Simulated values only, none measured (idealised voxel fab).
You're looking at the process module voxel spacer lines.
In the cross-section labelled cut, the width is 225 nm and each square cell is 5 nm.
Think of the cross-section as a grid of square cells. We describe it in bands, top to bottom, and each band covers one or more rows of those cells. This entry defines a band. It first specifies the height of the band's top and the height of its bottom in nm, and then specifies the band's materials from left to right, stating each material with its width in nm. The word "all across" identifies a single material that fills the band from edge to edge, while the word "empty" identifies empty space. Ref level 0: as-received wafer is one material below here. Bottom band extends down with no lower bound ("0 and below"). Width: "30->40" (first number = top row, second number = bottom row, same change from row to row of cells). The designation "nothing altered", where it is given for a processing step, indicates that no cell of the cross-section was altered in the course of that step. The label "Trapped void list" introduces a list of the empty spaces, 8 cells or larger, that have no open way up to the top; each entry in it reads width x height at distance, where the distance is taken from the left edge and all three are stated in nm. Read whatever lies past the settings on a step's line as the simulator's own remark about the step. overlay nm: on a step with a mask, how far right of its planned place the mask lay; negative means left.

Process steps foreseen in the plan
1 RECEIVE: material Si
2 CONFORMAL_DEP: material SiO2, thk nm 10
3 DIRECTIONAL_DEP: material W, thk nm 15
4 DIRECTIONAL_DEP: material aC, thk nm 25
5 PATTERN: tone cover, mask id MANDREL, material resist, width nm 25, pitch nm 70, thk nm 35, overlay nm 0
6 DIRECTIONAL_ETCH: etch materials aC, depth nm 25
7 STRIP: etch materials resist
8 CONFORMAL_DEP: material SiN, thk nm 10
9 DIRECTIONAL_ETCH: etch materials SiN, depth nm 10
10 STRIP: etch materials aC
11 DIRECTIONAL_ETCH: etch materials W, depth nm 15
12 STRIP: etch materials SiN

Concerning the first of two wafers, which was run in accordance with the plan

The cross-section here shows the wafer as received, i.e. in its state after step 1
	0 and below = Si all across
	Trapped void list: none

State of the wafer after step 2, shown in cross-section
	10 down to 0 = SiO2 all across
	Under 0: no change, same as before.

State of the wafer after step 3, shown in cross-section
	25 down to 10 = W all across
	Under 10: no change, same as before.

State of the wafer after step 4, shown in cross-section
	50 down to 25 = aC all across
	Under 25: no change, same as before.

State of the wafer after step 5, shown in cross-section
	85 down to 50 = empty (30), resist (25), empty (45), resist (25), empty (45), resist (25), empty (30)
	Under 50: no change, same as before.

State of the wafer after step 6, shown in cross-section
	60 down to 50 = empty (30), resist (25), empty (45), resist (25), empty (45), resist (25), empty (30)
	50 down to 25 = empty (30), aC (25), empty (45), aC (25), empty (45), aC (25), empty (30)
	Under 25: no change, same as before.

State of the wafer after step 7, shown in cross-section
	50 down to 25 = empty (30), aC (25), empty (45), aC (25), empty (45), aC (25), empty (30)
	Under 25: no change, same as before.

State of the wafer after step 8, shown in cross-section
	60 down to 50 = empty (20), SiN (45), empty (25), SiN (45), empty (25), SiN (45), empty (20)
	50 down to 35 = empty (20), SiN (10), aC (25), SiN (10), empty (25), SiN (10), aC (25), SiN (10), empty (25), SiN (10), aC (25), SiN (10), empty (20)
	35 down to 25 = SiN (30), aC (25), SiN (45), aC (25), SiN (45), aC (25), SiN (30)
	Under 25: no change, same as before.

State of the wafer after step 9, shown in cross-section
	50 down to 25 = empty (20), SiN (10), aC (25), SiN (10), empty (25), SiN (10), aC (25), SiN (10), empty (25), SiN (10), aC (25), SiN (10), empty (20)
	Under 25: no change, same as before.

State of the wafer after step 10, shown in cross-section
	50 down to 25 = empty (20), SiN (10), empty (25), SiN (10), empty (25), SiN (10), empty (25), SiN (10), empty (25), SiN (10), empty (25), SiN (10), empty (20)
	Under 25: no change, same as before.

State of the wafer after step 11, shown in cross-section
	50 down to 25 = empty (20), SiN (10), empty (25), SiN (10), empty (25), SiN (10), empty (25), SiN (10), empty (25), SiN (10), empty (25), SiN (10), empty (20)
	25 down to 10 = empty (20), W (10), empty (25), W (10), empty (25), W (10), empty (25), W (10), empty (25), W (10), empty (25), W (10), empty (20)
	Under 10: no change, same as before.

State of the wafer after step 12, shown in cross-section
	25 down to 10 = empty (20), W (10), empty (25), W (10), empty (25), W (10), empty (25), W (10), empty (25), W (10), empty (25), W (10), empty (20)
	Under 10: no change, same as before.

Second wafer - shared start and plan with the first - one error in running - same as the first up to step 4 inclusive

Second wafer profile in section, at the moment step 5 of the plan was meant to be complete
	85 down to 50 = empty (35), resist (20), empty (50), resist (20), empty (50), resist (20), empty (30)
	Under 50: no change, same as before.

Second wafer profile in section, at the moment step 6 of the plan was meant to be complete
	60 down to 50 = empty (35), resist (20), empty (50), resist (20), empty (50), resist (20), empty (30)
	50 down to 25 = empty (35), aC (20), empty (50), aC (20), empty (50), aC (20), empty (30)
	Under 25: no change, same as before.

Second wafer profile in section, at the moment step 7 of the plan was meant to be complete
	50 down to 25 = empty (35), aC (20), empty (50), aC (20), empty (50), aC (20), empty (30)
	Under 25: no change, same as before.

Second wafer profile in section, at the moment step 8 of the plan was meant to be complete
	60 down to 50 = empty (25), SiN (40), empty (30), SiN (40), empty (30), SiN (40), empty (20)
	50 down to 35 = empty (25), SiN (10), aC (20), SiN (10), empty (30), SiN (10), aC (20), SiN (10), empty (30), SiN (10), aC (20), SiN (10), empty (20)
	35 down to 25 = SiN (35), aC (20), SiN (50), aC (20), SiN (50), aC (20), SiN (30)
	Under 25: no change, same as before.

Second wafer profile in section, at the moment step 9 of the plan was meant to be complete
	50 down to 25 = empty (25), SiN (10), aC (20), SiN (10), empty (30), SiN (10), aC (20), SiN (10), empty (30), SiN (10), aC (20), SiN (10), empty (20)
	Under 25: no change, same as before.

Second wafer profile in section, at the moment step 10 of the plan was meant to be complete
	50 down to 25 = empty (25), SiN (10), empty (20), SiN (10), empty (30), SiN (10), empty (20), SiN (10), empty (30), SiN (10), empty (20), SiN (10), empty (20)
	Under 25: no change, same as before.

Second wafer profile in section, at the moment step 11 of the plan was meant to be complete
	50 down to 25 = empty (25), SiN (10), empty (20), SiN (10), empty (30), SiN (10), empty (20), SiN (10), empty (30), SiN (10), empty (20), SiN (10), empty (20)
	25 down to 10 = empty (25), W (10), empty (20), W (10), empty (30), W (10), empty (20), W (10), empty (30), W (10), empty (20), W (10), empty (20)
	Under 10: no change, same as before.

Second wafer profile in section, at the moment step 12 of the plan was meant to be complete
	25 down to 10 = empty (25), W (10), empty (20), W (10), empty (30), W (10), empty (20), W (10), empty (30), W (10), empty (20), W (10), empty (20)
	Under 10: no change, same as before.
Run error: the process deviated at step 5: the operation and settings actually run there were PATTERN: tone cover, mask id MANDREL, material resist, width nm 20, pitch nm 70, thk nm 35, overlay nm 0
At the close, every material occupies the same number of cells on the second wafer as on the first, only in different positions.
